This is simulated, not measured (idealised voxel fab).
process module | voxel wiring stack
cross-section cut | 165 nm wide | cells 5 nm
A cross-section is a grid of square cells, given in bands from the top down. A band is one or more rows of cells.
Each band's line starts with the height of the band's top and of its bottom, in nm. Then come its materials from left to right, each with its width in nm. One material with "throughout" fills the band from edge to edge. "air" is empty space.
Height 0 is the level under which the wafer as received is all one material. The lowest band goes on downwards, as in "0 down".
A width such as "30 to 40" changes by the same amount from each row of cells to the next, from the band's top row to its bottom row.
"no change" after a step means that no cell of the cross-section changed.
closed voids: empty space of 8 cells or more with no open way to the top, each as width x height at its distance from the left edge, in nm
after a step's settings: what the simulator itself notes on the step
overlay nm, on a step with a mask: how far to the right of its planned place the mask lay; to the left if negative
plan
1 op RECEIVE | material Si
2 op CONFORMAL_DEP | material SiO2 | thk nm 10
3 op CONFORMAL_DEP | material SiCN | thk nm 5
4 op DIRECTIONAL_DEP | material lowk | thk nm 25
5 op MASKED_ETCH | tone open | mask id METAL_1 | width nm 30 | pitch nm 45 | etch materials lowk | depth nm 25 | overlay nm 0
6 op MASKED_ETCH | tone open | mask id METAL_1 | width nm 20 | pitch nm 45 | etch materials SiCN | depth nm 5 | overlay nm 0
7 op CONFORMAL_DEP | material TiN | thk nm 5
8 op FILL_DEP | material Cu | thk nm 5
9 op CMP | height nm 40
10 op EPI | material Ru | thk nm 5
11 op FILL_DEP | material SiCN | thk nm 5
12 op DIRECTIONAL_DEP | material SiO2 | thk nm 30
13 op MASKED_ETCH | tone open | mask id METAL_2_HOLES | width nm 15 | pitch nm 45 | etch materials SiO2 | depth nm 30 | overlay nm 0
14 op PATTERN | tone open | mask id METAL_2 | material resist | width nm 30 | pitch nm 45 | thk nm 20 | overlay nm 0
15 op DIRECTIONAL_ETCH | etch materials SiO2 | depth nm 20
16 op DIRECTIONAL_ETCH | etch materials SiCN | depth nm 5
17 op STRIP | etch materials resist
18 op CONFORMAL_DEP | material TiN | thk nm 5
19 op FILL_DEP | material Cu | thk nm 10
20 op CMP | height nm 80
21 op CONFORMAL_DEP | material SiCN | thk nm 5
22 op DIRECTIONAL_DEP | material lowk | thk nm 20
23 op PATTERN | tone open | mask id PLUG_2 | material resist | width nm 15 | thk nm 15 | overlay nm 0
24 op DIRECTIONAL_ETCH | etch materials lowk | depth nm 20
25 op DIRECTIONAL_ETCH | etch materials SiCN | depth nm 5
26 op STRIP | etch materials resist
27 op CONFORMAL_DEP | material TiN | thk nm 5
28 op FILL_DEP | material Cu | thk nm 10
29 op CMP | height nm 105
30 op CONFORMAL_DEP | material SiCN | thk nm 5
31 op DIRECTIONAL_DEP | material SiO2 | thk nm 25
32 op MASKED_ETCH | tone open | mask id METAL_3 | width nm 30 | pitch nm 45 | etch materials SiO2 | depth nm 25 | overlay nm 0
33 op MASKED_ETCH | tone open | mask id METAL_3 | width nm 30 | pitch nm 45 | etch materials SiCN | depth nm 5 | overlay nm 0
34 op CONFORMAL_DEP | material TiN | thk nm 5
35 op FILL_DEP | material Ru | thk nm 5
36 op CMP | height nm 135
37 op CONFORMAL_DEP | material SiCN | thk nm 5
38 op DIRECTIONAL_DEP | material lowk | thk nm 10
39 op MASKED_ETCH | tone open | mask id PLUG_3 | width nm 15 | etch materials lowk | depth nm 10 | overlay nm 0
40 op MASKED_ETCH | tone open | mask id PLUG_3 | width nm 15 | etch materials SiCN | depth nm 5 | overlay nm 0
41 op CONFORMAL_DEP | material TiN | thk nm 5
42 op FILL_DEP | material W | thk nm 10
43 op CMP | height nm 150
44 op CONFORMAL_DEP | material SiN | thk nm 5
45 op DIRECTIONAL_DEP | material SiO2 | thk nm 20
46 op MASKED_ETCH | tone open | mask id METAL_4 | width nm 30 | pitch nm 45 | etch materials SiO2 | depth nm 20 | overlay nm 0
47 op MASKED_ETCH | tone open | mask id METAL_4 | width nm 30 | pitch nm 45 | etch materials SiN | depth nm 5 | overlay nm 0
48 op CONFORMAL_DEP | material TiN | thk nm 5
49 op FILL_DEP | material Cu | thk nm 10
50 op CMP | height nm 175
51 op EPI | material Ru | thk nm 5
52 op FILL_DEP | material SiCN | thk nm 5
varied across the wafers: width nm of step 6. The plan shows the first wafer's value. All wafers start alike
first wafer as received, after step 1
  0 down: Si throughout
  closed voids: none
each wafer at the end: cells of each material gained (+) or lost (-) since it was received, then its closed voids
width nm 20 | +102 Cu | +72 Ru | +200 SiCN | +21 SiN | +393 SiO2 | +146 TiN | +2 W | +285 lowk | closed voids: none
width nm 25 | +104 Cu | +72 Ru | +198 SiCN | +21 SiN | +393 SiO2 | +146 TiN | +2 W | +285 lowk | closed voids: none
width nm 30 | +106 Cu | +72 Ru | +196 SiCN | +21 SiN | +393 SiO2 | +146 TiN | +2 W | +285 lowk | closed voids: none
